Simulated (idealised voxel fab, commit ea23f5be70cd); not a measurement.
process module | voxel trench capacitor
cross-section cut | 185 nm wide | cells 5 nm
A cross-section is a grid of square cells, given in bands from the top down. A band is one or more rows of cells.
Each band's line starts with the height of the band's top and of its bottom, in nm. Then come its materials from left to right, each with its width in nm. One material with "throughout" fills the band from edge to edge. "air" is empty space.
Height 0 is the level under which the wafer as received is all one material. The lowest band goes on downwards, as in "0 down".
A width such as "30 to 40" changes by the same amount from each row of cells to the next, from the band's top row to its bottom row.
"no change" after a step means that no cell of the cross-section changed.
closed voids: empty space of 8 cells or more with no open way to the top, each as width x height at its distance from the left edge, in nm
after a step's settings: what the simulator itself notes on the step
overlay nm, on a step with a mask: how far to the right of its planned place the mask lay; to the left if negative
plan
1 op RECEIVE | material Si
2 op CONFORMAL_DEP | material SiN | thk nm 10
3 op DIRECTIONAL_DEP | material aC | thk nm 15
4 op PATTERN | tone open | mask id TRENCH | material resist | width nm 25 | pitch nm 50 | thk nm 30 | overlay nm 0
5 op DIRECTIONAL_ETCH | etch materials aC | depth nm 15
6 op STRIP | etch materials resist
7 op DIRECTIONAL_ETCH | etch materials SiN | depth nm 10
8 op DIRECTIONAL_ETCH | etch materials Si | depth nm 35
9 op STRIP | etch materials aC
10 op CONFORMAL_DEP | material Al2O3 | thk nm 5
11 op CONFORMAL_DEP | material TiN | thk nm 5
12 op FILL_DEP | material W | thk nm 10
13 op CMP | height nm 10
as received, after step 1
  0 down: Si throughout
  closed voids: none
first wafer at the end, as planned
  10 to 0: SiN 55 | Al2O3 5 | TiN 5 | W 5 | TiN 5 | Al2O3 5 | SiN 25 | Al2O3 5 | TiN 5 | W 5 | TiN 5 | Al2O3 5 | SiN 55
  0 to -25: Si 55 | Al2O3 5 | TiN 5 | W 5 | TiN 5 | Al2O3 5 | Si 25 | Al2O3 5 | TiN 5 | W 5 | TiN 5 | Al2O3 5 | Si 55
  -25 to -30: Si 55 | Al2O3 5 | TiN 15 | Al2O3 5 | Si 25 | Al2O3 5 | TiN 15 | Al2O3 5 | Si 55
  -30 to -35: Si 55 | Al2O3 25 | Si 25 | Al2O3 25 | Si 55
  -35 down: Si throughout
  closed voids: none
second wafer at the end: like start, like plan, one mistake
  10 to 0: SiN 55 | TiN 5 | Al2O3 5 | W 5 | Al2O3 5 | TiN 5 | SiN 25 | TiN 5 | Al2O3 5 | W 5 | Al2O3 5 | TiN 5 | SiN 55
  0 to -25: Si 55 | TiN 5 | Al2O3 5 | W 5 | Al2O3 5 | TiN 5 | Si 25 | TiN 5 | Al2O3 5 | W 5 | Al2O3 5 | TiN 5 | Si 55
  -25 to -30: Si 55 | TiN 5 | Al2O3 15 | TiN 5 | Si 25 | TiN 5 | Al2O3 15 | TiN 5 | Si 55
  -30 to -35: Si 55 | TiN 25 | Si 25 | TiN 25 | Si 55
  -35 down: Si throughout
  closed voids: none
what went wrong: steps 10 and 11 were swapped
at the end the second wafer has, in cells: 8 fewer of Al2O3 | 8 more of TiN
